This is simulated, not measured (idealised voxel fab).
The process module that follows is named voxel self aligned vias.
This is section cut - it's 235 nm across, gridded in 5 nm square cells.
Square cells in a grid make up a cross-section in this document, and the grid is given as bands, listed from the top down, each one or more rows of cells.
Basically the band line says how high the top is and how high the bottom is, in nm, and then what's in it from left to right, every material with its width in nm. Empty space shows up as "empty", and if a single material carries "all across" it runs the full band edge to edge.
Height 0 is the level under which the wafer as received is all one material. The lowest band goes on downwards, as in "top 0, no bottom".
You'd read "30->40" like this: the band's top row of cells is as wide as the first number, its bottom row is as wide as the second, and going down, every row changes width by the same amount as the row before did.
"no modifications" after a step means that no cell of the cross-section changed.
Any empty space of 8 cells or more lacking an open way to the top shows up in "Fully closed voids" as width x height at distance, distance from the left edge, in nm.
after a step's settings: what the simulator itself notes on the step
overlay nm: mask offset rightward from planned place, masked step; negative means leftward offset.
So here's the lineup of process steps we planned
1: RECEIVE [material Si]
2: CONFORMAL_DEP [material SiO2] [thk nm 15]
3: CONFORMAL_DEP [material SiCN] [thk nm 5]
4: DIRECTIONAL_DEP [material SiO2] [thk nm 30]
5: MASKED_ETCH [tone open] [mask id LINES] [width nm 30] [pitch nm 70] [etch materials SiO2] [depth nm 30] [overlay nm 0]
6: CONFORMAL_DEP [material TiN] [thk nm 5]
7: FILL_DEP [material W] [thk nm 10]
8: CMP [height nm 50]
9: SELECTIVE_ETCH [etch materials W Ru TiN] [depth nm 10]
10: FILL_DEP [material SiN] [thk nm 5]
11: CMP [height nm 50]
12: DIRECTIONAL_DEP [material SiO2] [thk nm 20]
13: PATTERN [tone open] [mask id VIAS] [material resist] [width nm 50] [pitch nm 140] [thk nm 20] [overlay nm 0]
14: DIRECTIONAL_ETCH [etch materials SiO2] [depth nm 20]
15: DIRECTIONAL_ETCH [etch materials SiN] [depth nm 10]
16: STRIP [etch materials resist]
17: CONFORMAL_DEP [material TiN] [thk nm 5]
18: FILL_DEP [material W] [thk nm 10]
19: CMP [height nm 70]
20: CONFORMAL_DEP [material SiN] [thk nm 5]
Incoming wafer in cross-section (state: after step 1)
> top 0, no bottom = Si all across
> Fully closed voids: none
Cross-sectional result after module completion. Note: starting condition and plan are unchanged from above; one processing mistake was made
> top 75, bottom 70 = SiN all across
> top 70, bottom 50 = SiO2 20, then TiN 5, then W 40, then TiN 5, then SiO2 90, then TiN 5, then W 40, then TiN 5, then SiO2 25
> top 50, bottom 45 = SiO2 20, then TiN 5, then W 40, then TiN 5, then SiO2 30, then SiN 30, then SiO2 30, then TiN 5, then W 40, then TiN 5, then SiO2 25
> top 45, bottom 40 = SiO2 20, then TiN 50, then SiO2 30, then SiN 30, then SiO2 30, then TiN 50, then SiO2 25
> top 40, bottom 30 = SiO2 20, then TiN 15, then W 20, then TiN 15, then SiO2 30, then TiN 5, then W 20, then TiN 5, then SiO2 30, then TiN 15, then W 20, then TiN 15, then SiO2 25
> top 30, bottom 25 = SiO2 30, then TiN 5, then W 20, then TiN 5, then SiO2 40, then TiN 5, then W 20, then TiN 5, then SiO2 40, then TiN 5, then W 20, then TiN 5, then SiO2 35
> top 25, bottom 20 = SiO2 30, then TiN 30, then SiO2 40, then TiN 30, then SiO2 40, then TiN 30, then SiO2 35
> top 20, bottom 15 = SiCN all across
> top 15, bottom 0 = SiO2 all across
> top 0, no bottom = Si all across
> Fully closed voids: none
Heads up, the wafer didn't run the way we planned it: step 14 of the plan saw execution twice
